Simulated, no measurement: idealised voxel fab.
Process module under the name voxel self aligned contacts
Cross-section cut spans 260 nm and uses square cells 5 nm in size.
We lay out every cross-section as a grid of square cells and spell it out in bands from the top down, where one band means one or more rows of cells.
Band: top height; bottom height; in nm. Then, left to right: material with width in nm, for each material. "full width": a single material spanning edge to edge. "blank": empty space.
Height is counted from the level 0, under which the received wafer is composed throughout of one material. The lowest of the bands is not closed at the bottom but continues downward, in the notation "from 0 down".
A two-number width, for instance "30->40", indicates that the width is equal to the first number in the top row of the band and to the second number in the bottom row, and that it changes by a constant amount per row of cells.
Key: "no alteration" - step with no changed cell in the cross-section.
Under "Closed internal cavities" you'll find the enclosed gaps, the ones with no way out to the top, that are 8 cells or bigger; each reads width x height at distance, with distance counted from the left edge, everything in nm.
Anything after a step's settings on that line? It's the simulator's own note about the step.
The setting "overlay nm" may be written on the line of a step. When the step uses a mask, the value reports how far to the right of the planned place the mask lay, and a negative value reports that it lay to the left.
This section lists the process steps that were planned:
- 1: RECEIVE [material Si]
- 2: CONFORMAL_DEP [material SiO2] [thk nm 5]
- 3: DIRECTIONAL_DEP [material polySi] [thk nm 30]
- 4: DIRECTIONAL_DEP [material SiN] [thk nm 25]
- 5: MASKED_ETCH [tone cover] [mask id GATE] [width nm 25] [pitch nm 60] [etch materials SiN] [depth nm 25] [overlay nm 0]
- 6: MASKED_ETCH [tone cover] [mask id GATE] [width nm 25] [pitch nm 60] [etch materials polySi] [depth nm 30] [overlay nm 0]
- 7: CONFORMAL_DEP [material SiN] [thk nm 10]
- 8: DIRECTIONAL_ETCH [etch materials SiN] [depth nm 10]
- 9: FILL_DEP [material SiO2] [thk nm 15]
- 10: CMP [height nm 65]
- 11: MASKED_ETCH [tone open] [mask id CONTACT] [width nm 45] [pitch nm 60] [etch materials SiO2] [depth nm 65] [overlay nm 0]
- 12: CONFORMAL_DEP [material TiN] [thk nm 5]
- 13: FILL_DEP [material W] [thk nm 5]
- 14: CMP [height nm 65]
- 15: CONFORMAL_DEP [material SiCN] [thk nm 5]
Here's what the wafer looked like in cross-section when it arrived - that's after step 1:
from 0 down | Si full width
Closed internal cavities: none
Figure: cross-sectional view of the wafer upon completion of the module, processed from the initial state and according to the plan depicted above, with one error introduced during execution:
from 70 to 65 | SiCN full width
from 65 to 60 | 40 W  35 TiN  45 SiO2  15 TiN  45 SiO2  35 TiN  45 W
from 60 to 35 | 40 W  5 TiN  45 SiN  15 SiO2  45 SiN  15 SiO2  45 SiN  5 TiN  45 W
from 35 to 5 | 40 W  5 TiN  10 SiN  25 polySi  10 SiN  15 SiO2  10 SiN  25 polySi  10 SiN  15 SiO2  10 SiN  25 polySi  10 SiN  5 TiN  45 W
from 5 to 0 | 45 TiN  165 SiO2  50 TiN
from 0 down | Si full width
Closed internal cavities: none
Finding, execution versus plan: step 11 went in with a setting other than planned; the actual run was MASKED_ETCH [tone cover] [mask id CONTACT] [width nm 45] [pitch nm 60] [etch materials SiO2] [depth nm 65] [overlay nm 0]
